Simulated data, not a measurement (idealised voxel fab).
Process module heading - voxel ribs on slabs
Pictured: cross-section cut, 265 nm wide, on a grid of 5 nm square cells.
Cross-section layout: square cells on a grid; listed as bands, top to bottom; a band spans one or more cell rows. Band entry format. Leading values: height of top, height of bottom, nm. Remainder: materials in left-to-right order, each with its width in nm. Special words: "everywhere" on a single material, which then fills the band edge to edge; "air", empty space. Heights from 0 (as-received wafer is one material below). Bottom band endless downward, as "0 down". It should be noted that a width expressed as "30->40" varies in equal increments from row to row of cells within the band, taking the value of the first number at the top row and that of the second number at the bottom row. The designation "stayed the same", where it is given for a processing step, indicates that no cell of the cross-section was altered in the course of that step. This entry, "Sealed-off cavities", enumerates those empty regions of no fewer than 8 cells that possess no open connection to the top. Each region is reported in the form width x height at distance, the distance being taken from the left edge, with all three quantities expressed in nm. Past the settings on a step's line: simulator remark, on that step. "overlay nm", when on a step's line for a step with a mask, measures how far to the right of its planned place the mask lay; a negative measure means to the left.

Process steps foreseen in the plan
step 1: RECEIVE with material Si
step 2: DIRECTIONAL_DEP with material SiO2, thk nm 30
step 3: DIRECTIONAL_DEP with material SiN, thk nm 20
step 4: PATTERN with tone cover, mask id RIB, material resist, width nm 25, thk nm 15, overlay nm 0
step 5: DIRECTIONAL_ETCH with etch materials SiN, depth nm 5
step 6: STRIP with etch materials resist
step 7: PATTERN with tone cover, mask id SLAB, material resist, width nm 85, thk nm 15, overlay nm 0
step 8: DIRECTIONAL_ETCH with etch materials SiN, depth nm 15
step 9: STRIP with etch materials resist
step 10: FILL_DEP with material SiO2, thk nm 20
step 11: CMP with height nm 60
step 12: DIRECTIONAL_DEP with material W, thk nm 5
step 13: DIRECTIONAL_DEP with material aC, thk nm 15
step 14: PATTERN with tone cover, mask id HEATER, material resist, width nm 35, thk nm 30, overlay nm 0
step 15: DIRECTIONAL_ETCH with etch materials aC, depth nm 15
step 16: STRIP with etch materials resist
step 17: DIRECTIONAL_ETCH with etch materials W, depth nm 5
step 18: STRIP with etch materials aC
step 19: CONFORMAL_DEP with material SiN, thk nm 10

Wafer cross-section on receipt, i.e. after step 1
* 0 down  Si everywhere
* Sealed-off cavities: none

Sectioned view, first of two wafers, at the close of the module, processed as intended in the plan
* 75 to 70  air: 105, then SiN: 55, then air: 105
* 70 to 65  SiN everywhere
* 65 to 60  SiN: 115, then W: 35, then SiN: 115
* 60 to 50  SiO2 everywhere
* 50 to 45  SiO2: 120, then SiN: 25, then SiO2: 120
* 45 to 30  SiO2: 90, then SiN: 85, then SiO2: 90
* 30 to 0  SiO2 everywhere
* 0 down  Si everywhere
* Sealed-off cavities: none

Second wafer through the module, sectioned at the end: same beginning and same plan as the first wafer, with one mistake in carrying it out
* 75 to 70  air: 105, then SiN: 55, then air: 105
* 70 to 65  SiN everywhere
* 65 to 60  SiN: 115, then W: 35, then SiN: 115
* 60 to 50  SiO2: 90, then SiN: 85, then SiO2: 90
* 50 to 30  SiN everywhere
* 30 to 0  SiO2 everywhere
* 0 down  Si everywhere
* Sealed-off cavities: none
Deviation noted in wafer processing: the plan's step 3 ran twice
Heads up, by the end the second wafer has more or fewer cells of some materials compared to the first: SiN: 190 more | SiO2: 190 fewer
